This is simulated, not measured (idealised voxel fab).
You're looking at the process module voxel self aligned vias.
Xsec cut, 270 nm wide, square cell size 5 nm.
The cross-sections in this document take the form of a grid made of square cells. They are written out as bands, in order from top to bottom. Each band consists of one or more rows of cells.
Each band's line starts with the height of the band's top and of its bottom, in nm. Then come its materials from left to right, each with its width in nm. One material with "edge to edge" fills the band from edge to edge. "air" is empty space.
Height datum 0, below which the as-received substrate wafer is one material. Lowest band open at the bottom, running downward: "0 and below".
When a width is written as two numbers, as in "30->40", the first number is the width in the top row of cells of the band and the second is the width in its bottom row, and the width changes by the same amount from each row to the next.
"same as before" after a step means that no cell of the cross-section changed.
Empty spaces without an open route to the top, at least 8 cells in extent, make up the entry "Enclosed void list"; each is given as width x height at distance, where the distance is measured from the left edge, and all are in nm.
Step line, after settings: the simulator's comment on this step.
"overlay nm" on a masked step: distance the mask lay right of its planned place, negative for left.

STEPS PLANNED FOR THE PROCESS
1) RECEIVE | material Si
2) CONFORMAL_DEP | material SiO2 | thk nm 15
3) CONFORMAL_DEP | material SiCN | thk nm 5
4) DIRECTIONAL_DEP | material SiO2 | thk nm 25
5) MASKED_ETCH | tone open | mask id LINES | width nm 30 | pitch nm 80 | etch materials SiO2 | depth nm 25 | overlay nm 0
6) CONFORMAL_DEP | material TiN | thk nm 5
7) FILL_DEP | material W | thk nm 10
8) CMP | height nm 45
9) SELECTIVE_ETCH | etch materials W Ru TiN | depth nm 10
10) FILL_DEP | material SiN | thk nm 10
11) CMP | height nm 45
12) DIRECTIONAL_DEP | material SiO2 | thk nm 15
13) PATTERN | tone open | mask id VIAS | material resist | width nm 50 | pitch nm 80 | thk nm 20 | overlay nm 0
14) DIRECTIONAL_ETCH | etch materials SiO2 | depth nm 15
15) DIRECTIONAL_ETCH | etch materials SiN | depth nm 10
16) STRIP | etch materials resist
17) CONFORMAL_DEP | material TiN | thk nm 5
18) FILL_DEP | material W | thk nm 10
19) CMP | height nm 60
20) CONFORMAL_DEP | material SiCN | thk nm 5

HERE'S WHAT THE WAFER LOOKED LIKE IN CROSS-SECTION WHEN IT ARRIVED - THAT'S AFTER STEP 1
- 0 and below  Si edge to edge
- Enclosed void list: none

END STATE OF THE MODULE IN CROSS-SECTION, GIVEN THE ABOVE STARTING POINT AND PLAN AND ONE MISTAKE IN EXECUTION
- 65 down to 60  SiCN edge to edge
- 60 down to 50  70 nm SiO2  5 nm TiN  40 nm W  5 nm TiN  30 nm SiO2  5 nm TiN  40 nm W  5 nm TiN  70 nm SiO2
- 50 down to 45  70 nm SiO2  50 nm TiN  30 nm SiO2  50 nm TiN  70 nm SiO2
- 45 down to 35  70 nm SiN  10 nm TiN  30 nm SiO2  10 nm TiN  30 nm SiN  10 nm TiN  30 nm SiO2  10 nm TiN  70 nm SiN
- 35 down to 25  75 nm W  5 nm TiN  30 nm SiO2  5 nm TiN  40 nm W  5 nm TiN  30 nm SiO2  5 nm TiN  75 nm W
- 25 down to 20  80 nm TiN  30 nm SiO2  50 nm TiN  30 nm SiO2  80 nm TiN
- 20 down to 15  SiCN edge to edge
- 15 down to 0  SiO2 edge to edge
- 0 and below  Si edge to edge
- Enclosed void list: none
Processing error: off-plan run, step 5, actual operation and settings MASKED_ETCH | tone cover | mask id LINES | width nm 30 | pitch nm 80 | etch materials SiO2 | depth nm 25 | overlay nm 0
